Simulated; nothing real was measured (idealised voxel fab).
Process module heading - voxel plated lines
We display cut, a cross-section 225 nm in width whose square cells are each 5 nm.
Bands, listed from the top down, are how a cross-section gets written in this document; the cross-section itself is a grid of square cells, and a band is one or more rows of them. Top height, bottom height, nm. Materials left to right, width each, nm. Single material + "throughout" = fills band edge to edge. "blank" = empty. The level at which height equals 0 is the one under which the wafer, as it arrives, is entirely one material. No lower edge exists for the bottom band, which continues downward and is notated as in "0..down". Width "30..40": first value at the band's top row of cells, second value at its bottom row, equal change from row to row. "nothing got changed" -> step changed no cross-section cell. Each empty space that has no open way to the top and spans at least 8 cells appears under "Enclosed cavities" as width x height at distance, the distance counted from the left edge, all in nm. Formally, on a step line, whatever follows the settings is a remark that the simulator itself makes on the step. The setting "overlay nm" may be written on the line of a step. When the step uses a mask, the value reports how far to the right of the planned place the mask lay, and a negative value reports that it lay to the left.
# Process steps (planned)
1. RECEIVE, material Si
2. CONFORMAL_DEP, material SiN, thk nm 10
3. DIRECTIONAL_DEP, material TiN, thk nm 5
4. PATTERN, tone open, mask id LINES, material resist, width nm 30, pitch nm 45, thk nm 40, overlay nm 0
5. EPI, material Ru, thk nm 5
6. EPI, material Ru, thk nm 10
7. EPI, material Ru, thk nm 5
8. STRIP, etch materials resist
9. DIRECTIONAL_ETCH, etch materials TiN, depth nm 5
10. CONFORMAL_DEP, material SiO2, thk nm 10
# Cross-section of the wafer as it came to us, i.e., already through step 1
    0..down  Si throughout
    Enclosed cavities: none
# The following cross-section depicts the wafer upon conclusion of the module. Processing commenced from the starting condition illustrated above and adhered to the plan illustrated above, save for one mistake in execution
    40..30  blank 65 nm, SiO2 95 nm, blank 65 nm
    30..15  blank 65 nm, SiO2 10 nm, Ru 30 nm, SiO2 15 nm, Ru 30 nm, SiO2 10 nm, blank 65 nm
    15..10  SiO2 75 nm, Ru 30 nm, SiO2 15 nm, Ru 30 nm, SiO2 75 nm
    10..5  SiO2 75 nm, TiN 30 nm, SiO2 15 nm, TiN 30 nm, SiO2 75 nm
    5..0  SiN throughout
    0..down  Si throughout
    Enclosed cavities: none
Run error: step 2 went in with a setting other than planned; the actual run was CONFORMAL_DEP, material SiN, thk nm 5
